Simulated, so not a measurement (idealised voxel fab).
Title: Process Module voxel air gaps
Square cell edge 5 nm, section width 235 nm, ID cut.
For the purposes of this document, a cross-section shall be understood as a grid of square cells, specified as bands listed in top-to-bottom order, each band consisting of one or more rows of cells.
Read a band's entry like this: the first values are the height of its top and the height of its bottom in nm, and what follows is the sequence of materials from left to right, each with its width in nm. Note that "empty" is empty space, and that a single material marked "everywhere" reaches across the band from edge to edge.
Beneath 0, the wafer as received is one material, and that level is where height counting begins. The lowest band goes on downward without a bottom; it is written like "0 down".
Width spec "30 to 40" -> top row of cells at first value, bottom row at second value, equal per-row change in between.
No cell of the cross-section changed in a step that is given as "left unchanged".
This entry, "Sealed cavities", enumerates those empty regions of no fewer than 8 cells that possess no open connection to the top. Each region is reported in the form width x height at distance, the distance being taken from the left edge, with all three quantities expressed in nm.
Past the settings on a step's line: simulator remark, on that step.
overlay nm: mask right of planned place by this much (step with mask). Neg. = left.
-- Process steps - plan
1. RECEIVE with material Si
2. CONFORMAL_DEP with material SiO2, thk nm 10
3. CONFORMAL_DEP with material SiN, thk nm 5
4. DIRECTIONAL_DEP with material SiO2, thk nm 40
5. MASKED_ETCH with tone open, mask id LINES, width nm 25, pitch nm 55, etch materials SiO2, depth nm 40, overlay nm 0
6. CONFORMAL_DEP with material TiN, thk nm 5
7. FILL_DEP with material Ru, thk nm 5
8. CMP with height nm 55
9. EPI with material Ru, thk nm 10
10. SELECTIVE_ETCH with etch materials SiO2, depth nm 50
11. CONFORMAL_DEP with material SiCN, thk nm 5
-- First of the two wafers, run per plan
-- Incoming wafer in cross-section (state: after step 1)
0 down | Si everywhere
Sealed cavities: none
-- Sectional view: wafer, after step 2
10 to 0 | SiO2 everywhere
Nothing below the height 0 has changed.
-- Sectional view: wafer, after step 3
15 to 10 | SiN everywhere
Nothing below the height 10 has changed.
-- Sectional view: wafer, after step 4
55 to 15 | SiO2 everywhere
Nothing below the height 15 has changed.
-- Sectional view: wafer, after step 5
55 to 15 | 20 nm SiO2, then 25 nm empty, then 30 nm SiO2, then 25 nm empty, then 30 nm SiO2, then 25 nm empty, then 30 nm SiO2, then 25 nm empty, then 25 nm SiO2
Nothing below the height 15 has changed.
-- Sectional view: wafer, after step 6
60 to 55 | 25 nm TiN, then 15 nm empty, then 40 nm TiN, then 15 nm empty, then 40 nm TiN, then 15 nm empty, then 40 nm TiN, then 15 nm empty, then 30 nm TiN
55 to 20 | 20 nm SiO2, then 5 nm TiN, then 15 nm empty, then 5 nm TiN, then 30 nm SiO2, then 5 nm TiN, then 15 nm empty, then 5 nm TiN, then 30 nm SiO2, then 5 nm TiN, then 15 nm empty, then 5 nm TiN, then 30 nm SiO2, then 5 nm TiN, then 15 nm empty, then 5 nm TiN, then 25 nm SiO2
20 to 15 | 20 nm SiO2, then 25 nm TiN, then 30 nm SiO2, then 25 nm TiN, then 30 nm SiO2, then 25 nm TiN, then 30 nm SiO2, then 25 nm TiN, then 25 nm SiO2
Nothing below the height 15 has changed.
-- Sectional view: wafer, after step 7
65 to 60 | Ru everywhere
60 to 55 | 25 nm TiN, then 15 nm Ru, then 40 nm TiN, then 15 nm Ru, then 40 nm TiN, then 15 nm Ru, then 40 nm TiN, then 15 nm Ru, then 30 nm TiN
55 to 20 | 20 nm SiO2, then 5 nm TiN, then 15 nm Ru, then 5 nm TiN, then 30 nm SiO2, then 5 nm TiN, then 15 nm Ru, then 5 nm TiN, then 30 nm SiO2, then 5 nm TiN, then 15 nm Ru, then 5 nm TiN, then 30 nm SiO2, then 5 nm TiN, then 15 nm Ru, then 5 nm TiN, then 25 nm SiO2
Nothing below the height 20 has changed.
-- Sectional view: wafer, after step 8
55 to 20 | 20 nm SiO2, then 5 nm TiN, then 15 nm Ru, then 5 nm TiN, then 30 nm SiO2, then 5 nm TiN, then 15 nm Ru, then 5 nm TiN, then 30 nm SiO2, then 5 nm TiN, then 15 nm Ru, then 5 nm TiN, then 30 nm SiO2, then 5 nm TiN, then 15 nm Ru, then 5 nm TiN, then 25 nm SiO2
Nothing below the height 20 has changed.
-- Sectional view: wafer, after step 9
65 to 55 | 10 nm empty, then 45 nm Ru, then 10 nm empty, then 45 nm Ru, then 10 nm empty, then 45 nm Ru, then 10 nm empty, then 45 nm Ru, then 15 nm empty
Nothing below the height 55 has changed.
-- Sectional view: wafer, after step 10
65 to 55 | 10 nm empty, then 45 nm Ru, then 10 nm empty, then 45 nm Ru, then 10 nm empty, then 45 nm Ru, then 10 nm empty, then 45 nm Ru, then 15 nm empty
55 to 20 | 20 nm empty, then 5 nm TiN, then 15 nm Ru, then 5 nm TiN, then 30 nm empty, then 5 nm TiN, then 15 nm Ru, then 5 nm TiN, then 30 nm empty, then 5 nm TiN, then 15 nm Ru, then 5 nm TiN, then 30 nm empty, then 5 nm TiN, then 15 nm Ru, then 5 nm TiN, then 25 nm empty
20 to 15 | 20 nm empty, then 25 nm TiN, then 30 nm empty, then 25 nm TiN, then 30 nm empty, then 25 nm TiN, then 30 nm empty, then 25 nm TiN, then 25 nm empty
Nothing below the height 15 has changed.
-- Sectional view: wafer, after step 11
70 to 65 | 5 nm empty, then 220 nm SiCN, then 10 nm empty
65 to 55 | 5 nm empty, then 5 nm SiCN, then 45 nm Ru, then 10 nm SiCN, then 45 nm Ru, then 10 nm SiCN, then 45 nm Ru, then 10 nm SiCN, then 45 nm Ru, then 5 nm SiCN, then 10 nm empty
55 to 50 | 5 nm empty, then 15 nm SiCN, then 5 nm TiN, then 15 nm Ru, then 5 nm TiN, then 30 nm SiCN, then 5 nm TiN, then 15 nm Ru, then 5 nm TiN, then 30 nm SiCN, then 5 nm TiN, then 15 nm Ru, then 5 nm TiN, then 30 nm SiCN, then 5 nm TiN, then 15 nm Ru, then 5 nm TiN, then 15 nm SiCN, then 10 nm empty
50 to 20 | 15 nm empty, then 5 nm SiCN, then 5 nm TiN, then 15 nm Ru, then 5 nm TiN, then 5 nm SiCN, then 20 nm empty, then 5 nm SiCN, then 5 nm TiN, then 15 nm Ru, then 5 nm TiN, then 5 nm SiCN, then 20 nm empty, then 5 nm SiCN, then 5 nm TiN, then 15 nm Ru, then 5 nm TiN, then 5 nm SiCN, then 20 nm empty, then 5 nm SiCN, then 5 nm TiN, then 15 nm Ru, then 5 nm TiN, then 5 nm SiCN, then 20 nm empty
20 to 15 | 20 nm SiCN, then 25 nm TiN, then 30 nm SiCN, then 25 nm TiN, then 30 nm SiCN, then 25 nm TiN, then 30 nm SiCN, then 25 nm TiN, then 25 nm SiCN
Nothing below the height 15 has changed.
Sealed cavities: 20 x 30 at 50; 20 x 30 at 105; 20 x 30 at 160
-- The Second Wafer: Common Origin and Plan, One Mistake in Execution, Identical to the First Through Step 10
-- Cross-section of the second wafer at the time by which step 11 should have been completed according to the plan
70 to 55 | 5 nm empty, then 220 nm Ru, then 10 nm empty
55 to 50 | 5 nm empty, then 15 nm Ru, then 5 nm TiN, then 15 nm Ru, then 5 nm TiN, then 30 nm Ru, then 5 nm TiN, then 15 nm Ru, then 5 nm TiN, then 30 nm Ru, then 5 nm TiN, then 15 nm Ru, then 5 nm TiN, then 30 nm Ru, then 5 nm TiN, then 15 nm Ru, then 5 nm TiN, then 15 nm Ru, then 10 nm empty
50 to 20 | 15 nm empty, then 5 nm Ru, then 5 nm TiN, then 15 nm Ru, then 5 nm TiN, then 5 nm Ru, then 20 nm empty, then 5 nm Ru, then 5 nm TiN, then 15 nm Ru, then 5 nm TiN, then 5 nm Ru, then 20 nm empty, then 5 nm Ru, then 5 nm TiN, then 15 nm Ru, then 5 nm TiN, then 5 nm Ru, then 20 nm empty, then 5 nm Ru, then 5 nm TiN, then 15 nm Ru, then 5 nm TiN, then 5 nm Ru, then 20 nm empty
20 to 15 | 20 nm Ru, then 25 nm TiN, then 30 nm Ru, then 25 nm TiN, then 30 nm Ru, then 25 nm TiN, then 30 nm Ru, then 25 nm TiN, then 25 nm Ru
Nothing below the height 15 has changed.
Sealed cavities: 20 x 30 at 50; 20 x 30 at 105; 20 x 30 at 160
Finding, execution versus plan: it should be noted that step 11 was executed with settings other than those planned, the operation and settings actually applied being CONFORMAL_DEP with material Ru, thk nm 5
At the finish, the second wafer shows more or fewer cells for some materials than the first does: +159 Ru, -159 SiCN
